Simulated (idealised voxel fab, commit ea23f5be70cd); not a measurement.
Title: Process Module voxel capacitor over wiring
The figure presents cross-section cut, which has a width of 270 nm and is divided into square cells with an edge length of 5 nm.
The cross-sections in this document take the form of a grid made of square cells. They are written out as bands, in order from top to bottom. Each band consists of one or more rows of cells.
Per band: top height and bottom height in nm, followed by the left-to-right materials and their widths in nm; "everywhere" marks a single material spanning edge to edge, "air" marks empty space.
Where do heights start? At 0: under that level the wafer as delivered is made of one material only. And the lowest band has no floor; it just carries on downward, as in "0 nm and below".
With a width like "30..40", each row of cells in the band differs from the next by the same amount, the top row carrying the first number and the bottom row the second.
Basically "no change" means that step didn't change any cell in the cross-section.
Entry "Unvented cavities" = empty spaces >= 8 cells with no open way to the top; each as width x height at distance, distance from left edge, all nm.
after a step's settings: what the simulator itself notes on the step
overlay nm: how far to the right of its planned place the mask lay on this masked step (negative: to the left).

SO HERE'S THE LINEUP OF PROCESS STEPS WE PLANNED
1,op RECEIVE | material Si
2,op CONFORMAL_DEP | material SiO2 | thk nm 10
3,op DIRECTIONAL_DEP | material TiN | thk nm 5
4,op DIRECTIONAL_DEP | material W | thk nm 15
5,op MASKED_ETCH | tone cover | mask id METAL_1 | width nm 25 | pitch nm 95 | etch materials W | depth nm 15 | overlay nm 0
6,op MASKED_ETCH | tone cover | mask id METAL_1 | width nm 25 | pitch nm 95 | etch materials TiN | depth nm 5 | overlay nm 0
7,op CONFORMAL_DEP | material SiCN | thk nm 5
8,op FILL_DEP | material lowk | thk nm 10
9,op CMP | height nm 30
10,op CONFORMAL_DEP | material SiCN | thk nm 5
11,op DIRECTIONAL_DEP | material SiO2 | thk nm 10
12,op DIRECTIONAL_DEP | material aC | thk nm 15
13,op PATTERN | tone open | mask id PLUG_1 | material resist | width nm 15 | thk nm 30 | overlay nm 0
14,op DIRECTIONAL_ETCH | etch materials aC | depth nm 15
15,op STRIP | etch materials resist
16,op DIRECTIONAL_ETCH | etch materials SiO2 | depth nm 10
17,op DIRECTIONAL_ETCH | etch materials SiCN | depth nm 5
18,op STRIP | etch materials aC
19,op EPI | material Ru | thk nm 10
20,op EPI | material Ru | thk nm 5
21,op DIRECTIONAL_DEP | material TiN | thk nm 10
22,op DIRECTIONAL_DEP | material HfO2 | thk nm 5
23,op DIRECTIONAL_DEP | material TiN | thk nm 5
24,op MASKED_ETCH | tone cover | mask id UPPER_PLATE | width nm 75 | etch materials TiN | depth nm 5 | overlay nm 0
25,op MASKED_ETCH | tone cover | mask id UPPER_PLATE | width nm 75 | etch materials HfO2 | depth nm 5 | overlay nm 0
26,op DIRECTIONAL_DEP | material aC | thk nm 10
27,op PATTERN | tone cover | mask id LOWER_PLATE | material resist | width nm 85 | thk nm 25 | overlay nm 0
28,op DIRECTIONAL_ETCH | etch materials aC | depth nm 10
29,op STRIP | etch materials resist
30,op DIRECTIONAL_ETCH | etch materials TiN | depth nm 10
31,op STRIP | etch materials aC
32,op FILL_DEP | material SiO2 | thk nm 20
33,op CMP | height nm 80
34,op PATTERN | tone open | mask id PLUG_2 | material resist | width nm 15 | thk nm 20 | overlay nm 0
35,op DIRECTIONAL_ETCH | etch materials SiO2 | depth nm 15
36,op STRIP | etch materials resist
37,op CONFORMAL_DEP | material TiN | thk nm 5
38,op FILL_DEP | material W | thk nm 10
39,op CMP | height nm 80
40,op CONFORMAL_DEP | material SiN | thk nm 5

AS-RECEIVED WAFER CROSS-SECTION (AFTER STEP 1)
- 0 nm and below = Si everywhere
- Unvented cavities: none

AS-PLANNED RUN: CROSS-SECTION OF THE FIRST OF TWO WAFERS AT END OF MODULE
- 85 nm to 80 nm = SiN everywhere
- 80 nm to 70 nm = SiO2=95 / TiN=5 / W=5 / TiN=5 / SiO2=160
- 70 nm to 60 nm = SiO2=95..85 / TiN=15..75 / SiO2=160..110
- 60 nm to 55 nm = SiO2=85 / HfO2=75 / SiO2=110
- 55 nm to 45 nm = SiO2=80 / TiN=85 / SiO2=105
- 45 nm to 35 nm = SiO2=85 / Ru=15 / SiO2=170
- 35 nm to 30 nm = SiCN=85 / Ru=15 / SiCN=170
- 30 nm to 15 nm = lowk=70 / SiCN=5 / W=25 / SiCN=5 / lowk=60 / SiCN=5 / W=25 / SiCN=5 / lowk=70
- 15 nm to 10 nm = SiCN=75 / TiN=25 / SiCN=70 / TiN=25 / SiCN=75
- 10 nm to 0 nm = SiO2 everywhere
- 0 nm and below = Si everywhere
- Unvented cavities: none

SECOND WAFER CROSS-SECTION AT END OF MODULE - SHARED START AND PLAN WITH THE FIRST, ONE MISTAKE IN THE RUN
- 85 nm to 80 nm = SiN everywhere
- 80 nm to 70 nm = SiO2=95 / TiN=5 / W=5 / TiN=5 / SiO2=160
- 70 nm to 60 nm = SiO2=95..90 / TiN=15..65 / SiO2=160..115
- 60 nm to 55 nm = SiO2=85 / HfO2=75 / SiO2=110
- 55 nm to 45 nm = SiO2=80 / TiN=85 / SiO2=105
- 45 nm to 35 nm = SiO2=85 / Ru=15 / SiO2=170
- 35 nm to 30 nm = SiCN=85 / Ru=15 / SiCN=170
- 30 nm to 15 nm = lowk=70 / SiCN=5 / W=25 / SiCN=5 / lowk=60 / SiCN=5 / W=25 / SiCN=5 / lowk=70
- 15 nm to 10 nm = SiCN=75 / TiN=25 / SiCN=70 / TiN=25 / SiCN=75
- 10 nm to 0 nm = SiO2 everywhere
- 0 nm and below = Si everywhere
- Unvented cavities: none
Against the plan, the run slipped here: step 24, actual vs plan mismatch, actual run op MASKED_ETCH | tone cover | mask id UPPER_PLATE | width nm 65 | etch materials TiN | depth nm 5 | overlay nm 0
Per the end-of-run cell counts, the second wafer holds more or fewer of some materials than the first: SiO2 +2; TiN -2
